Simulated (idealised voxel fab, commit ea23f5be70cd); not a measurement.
Process module under the name voxel self aligned vias
The figure presents cross-section cut, which has a width of 285 nm and is divided into square cells with an edge length of 5 nm.
Cross-section, as written here: a square-cell grid given band by band from the top down, where a band holds one or more rows of cells. In this notation a band is specified by the heights of its top and bottom, in that order and in nm, after which its materials appear from left to right, each paired with its width in nm. The word "edge to edge" attached to a single material means that material fills the band from edge to edge; the word "air" stands for empty space. Convention: height 0 is the level below which the wafer, as received, is all one material. The lowest band does not terminate at the bottom but continues downward, represented as "0 nm and below". Width spec "30 to 40" -> top row of cells at first value, bottom row at second value, equal per-row change in between. "no modification" for a step: no cell of the cross-section changed in that step. Empty spaces counting at least 8 cells and having no open way to the top are listed in "Tabulated closed voids". The notation width x height at distance is used for each, the distance being from the left edge and all three values in nm. Past the settings on a step's line: simulator remark, on that step. The "overlay nm" setting may appear on a step's line; for a step that uses a mask, it gives how far to the right of its planned position the mask lay, and a negative value indicates the left.

[plan]
1. RECEIVE | material Si
2. CONFORMAL_DEP | material SiO2 | thk nm 15
3. CONFORMAL_DEP | material SiCN | thk nm 5
4. DIRECTIONAL_DEP | material lowk | thk nm 30
5. DIRECTIONAL_DEP | material aC | thk nm 10
6. PATTERN | tone open | mask id LINES | material resist | width nm 20 | pitch nm 60 | thk nm 30 | overlay nm 0
7. DIRECTIONAL_ETCH | etch materials aC | depth nm 10
8. STRIP | etch materials resist
9. DIRECTIONAL_ETCH | etch materials lowk | depth nm 30
10. STRIP | etch materials aC
11. CONFORMAL_DEP | material TiN | thk nm 5
12. FILL_DEP | material W | thk nm 10
13. CMP | height nm 50
14. SELECTIVE_ETCH | etch materials W Ru TiN | depth nm 10
15. FILL_DEP | material SiN | thk nm 10
16. CMP | height nm 50
17. DIRECTIONAL_DEP | material lowk | thk nm 15
18. PATTERN | tone open | mask id VIAS | material resist | width nm 40 | thk nm 15 | overlay nm 0
19. DIRECTIONAL_ETCH | etch materials lowk | depth nm 15
20. DIRECTIONAL_ETCH | etch materials SiN | depth nm 10
21. STRIP | etch materials resist
22. CONFORMAL_DEP | material TiN | thk nm 5
23. FILL_DEP | material W | thk nm 5
24. CMP | height nm 65
25. CONFORMAL_DEP | material SiN | thk nm 5

[Run as planned: first of two wafers]

[Cross-section, incoming material, after step 1]
    0 nm and below  Si edge to edge
    Tabulated closed voids: none

[after step 2]
    15 nm to 0 nm  SiO2 edge to edge
    Heights below 0 show no change.

[after step 3]
    20 nm to 15 nm  SiCN edge to edge
    Heights below 15 show no change.

[after step 4]
    50 nm to 20 nm  lowk edge to edge
    Heights below 20 show no change.

[after step 5]
    60 nm to 50 nm  aC edge to edge
    Heights below 50 show no change.

[after step 6]
    90 nm to 60 nm  resist 100 / air 20 / resist 40 / air 20 / resist 105
    Heights below 60 show no change.

[after step 7]
    80 nm to 60 nm  resist 100 / air 20 / resist 40 / air 20 / resist 105
    60 nm to 50 nm  aC 100 / air 20 / aC 40 / air 20 / aC 105
    Heights below 50 show no change.

[after step 8]
    60 nm to 50 nm  aC 100 / air 20 / aC 40 / air 20 / aC 105
    Heights below 50 show no change.

[after step 9]
    60 nm to 50 nm  aC 100 / air 20 / aC 40 / air 20 / aC 105
    50 nm to 20 nm  lowk 100 / air 20 / lowk 40 / air 20 / lowk 105
    Heights below 20 show no change.

[after step 10]
    50 nm to 20 nm  lowk 100 / air 20 / lowk 40 / air 20 / lowk 105
    Heights below 20 show no change.

[after step 11]
    55 nm to 50 nm  TiN 105 / air 10 / TiN 50 / air 10 / TiN 110
    50 nm to 25 nm  lowk 100 / TiN 5 / air 10 / TiN 5 / lowk 40 / TiN 5 / air 10 / TiN 5 / lowk 105
    25 nm to 20 nm  lowk 100 / TiN 20 / lowk 40 / TiN 20 / lowk 105
    Heights below 20 show no change.

[after step 12]
    65 nm to 55 nm  W edge to edge
    55 nm to 50 nm  TiN 105 / W 10 / TiN 50 / W 10 / TiN 110
    50 nm to 25 nm  lowk 100 / TiN 5 / W 10 / TiN 5 / lowk 40 / TiN 5 / W 10 / TiN 5 / lowk 105
    Heights below 25 show no change.

[after step 13]
    50 nm to 25 nm  lowk 100 / TiN 5 / W 10 / TiN 5 / lowk 40 / TiN 5 / W 10 / TiN 5 / lowk 105
    Heights below 25 show no change.

[after step 14]
    50 nm to 40 nm  lowk 100 / air 20 / lowk 40 / air 20 / lowk 105
    Heights below 40 show no change.

[after step 15]
    60 nm to 50 nm  SiN edge to edge
    50 nm to 40 nm  lowk 100 / SiN 20 / lowk 40 / SiN 20 / lowk 105
    Heights below 40 show no change.

[after step 16]
    50 nm to 40 nm  lowk 100 / SiN 20 / lowk 40 / SiN 20 / lowk 105
    Heights below 40 show no change.

[after step 17]
    65 nm to 50 nm  lowk edge to edge
    Heights below 50 show no change.

[after step 18]
    80 nm to 65 nm  resist 90 / air 40 / resist 155
    Heights below 65 show no change.

[after step 19]
    80 nm to 65 nm  resist 90 / air 40 / resist 155
    65 nm to 50 nm  lowk 90 / air 40 / lowk 155
    Heights below 50 show no change.

[after step 20]
    80 nm to 65 nm  resist 90 / air 40 / resist 155
    65 nm to 50 nm  lowk 90 / air 40 / lowk 155
    50 nm to 40 nm  lowk 100 / air 20 / lowk 40 / SiN 20 / lowk 105
    Heights below 40 show no change.

[after step 21]
    65 nm to 50 nm  lowk 90 / air 40 / lowk 155
    Heights below 50 show no change.

[after step 22]
    70 nm to 65 nm  TiN 95 / air 30 / TiN 160
    65 nm to 55 nm  lowk 90 / TiN 5 / air 30 / TiN 5 / lowk 155
    55 nm to 50 nm  lowk 90 / TiN 15 / air 10 / TiN 15 / lowk 155
    50 nm to 45 nm  lowk 100 / TiN 5 / air 10 / TiN 5 / lowk 40 / SiN 20 / lowk 105
    45 nm to 40 nm  lowk 100 / TiN 20 / lowk 40 / SiN 20 / lowk 105
    Heights below 40 show no change.

[after step 23]
    75 nm to 70 nm  W edge to edge
    70 nm to 65 nm  TiN 95 / W 30 / TiN 160
    65 nm to 55 nm  lowk 90 / TiN 5 / W 30 / TiN 5 / lowk 155
    55 nm to 50 nm  lowk 90 / TiN 15 / W 10 / TiN 15 / lowk 155
    50 nm to 45 nm  lowk 100 / TiN 5 / W 10 / TiN 5 / lowk 40 / SiN 20 / lowk 105
    Heights below 45 show no change.

[after step 24]
    65 nm to 55 nm  lowk 90 / TiN 5 / W 30 / TiN 5 / lowk 155
    Heights below 55 show no change.

[after step 25]
    70 nm to 65 nm  SiN edge to edge
    Heights below 65 show no change.

[second wafer: like start, like plan, one mistake. Through step 12 it matches the first wafer]

[The second wafer in cross-section, at the planned close of step 13]
    40 nm to 25 nm  lowk 100 / TiN 5 / W 10 / TiN 5 / lowk 40 / TiN 5 / W 10 / TiN 5 / lowk 105
    Heights below 25 show no change.

[The second wafer in cross-section, at the planned close of step 14]
    40 nm to 30 nm  lowk 100 / air 20 / lowk 40 / air 20 / lowk 105
    Heights below 30 show no change.

[The second wafer in cross-section, at the planned close of step 15]
    50 nm to 40 nm  SiN edge to edge
    40 nm to 30 nm  lowk 100 / SiN 20 / lowk 40 / SiN 20 / lowk 105
    Heights below 30 show no change.

The second wafer in cross-section, at the planned close of step 16: no modification

[The second wafer in cross-section, at the planned close of step 17]
    65 nm to 50 nm  lowk edge to edge
    Heights below 50 show no change.

[The second wafer in cross-section, at the planned close of step 18]
    80 nm to 65 nm  resist 90 / air 40 / resist 155
    Heights below 65 show no change.

[The second wafer in cross-section, at the planned close of step 19]
    80 nm to 65 nm  resist 90 / air 40 / resist 155
    65 nm to 50 nm  lowk 90 / air 40 / lowk 155
    Heights below 50 show no change.

[The second wafer in cross-section, at the planned close of step 20]
    80 nm to 65 nm  resist 90 / air 40 / resist 155
    65 nm to 50 nm  lowk 90 / air 40 / lowk 155
    50 nm to 40 nm  SiN 90 / air 40 / SiN 155
    Heights below 40 show no change.

[The second wafer in cross-section, at the planned close of step 21]
    65 nm to 50 nm  lowk 90 / air 40 / lowk 155
    Heights below 50 show no change.

[The second wafer in cross-section, at the planned close of step 22]
    70 nm to 65 nm  TiN 95 / air 30 / TiN 160
    65 nm to 50 nm  lowk 90 / TiN 5 / air 30 / TiN 5 / lowk 155
    50 nm to 45 nm  SiN 90 / TiN 5 / air 30 / TiN 5 / SiN 155
    45 nm to 40 nm  SiN 90 / TiN 40 / SiN 155
    Heights below 40 show no change.

[The second wafer in cross-section, at the planned close of step 23]
    75 nm to 70 nm  W edge to edge
    70 nm to 65 nm  TiN 95 / W 30 / TiN 160
    65 nm to 50 nm  lowk 90 / TiN 5 / W 30 / TiN 5 / lowk 155
    50 nm to 45 nm  SiN 90 / TiN 5 / W 30 / TiN 5 / SiN 155
    Heights below 45 show no change.

[The second wafer in cross-section, at the planned close of step 24]
    65 nm to 50 nm  lowk 90 / TiN 5 / W 30 / TiN 5 / lowk 155
    Heights below 50 show no change.

[The second wafer in cross-section, at the planned close of step 25]
    70 nm to 65 nm  SiN edge to edge
    Heights below 65 show no change.
Diagnosis: step 13 off recipe, ran as CMP | height nm 40
Count the cells at the end and the second wafer has more or fewer of some materials than the first: SiN: 106 more | TiN: 8 fewer | lowk: 98 fewer
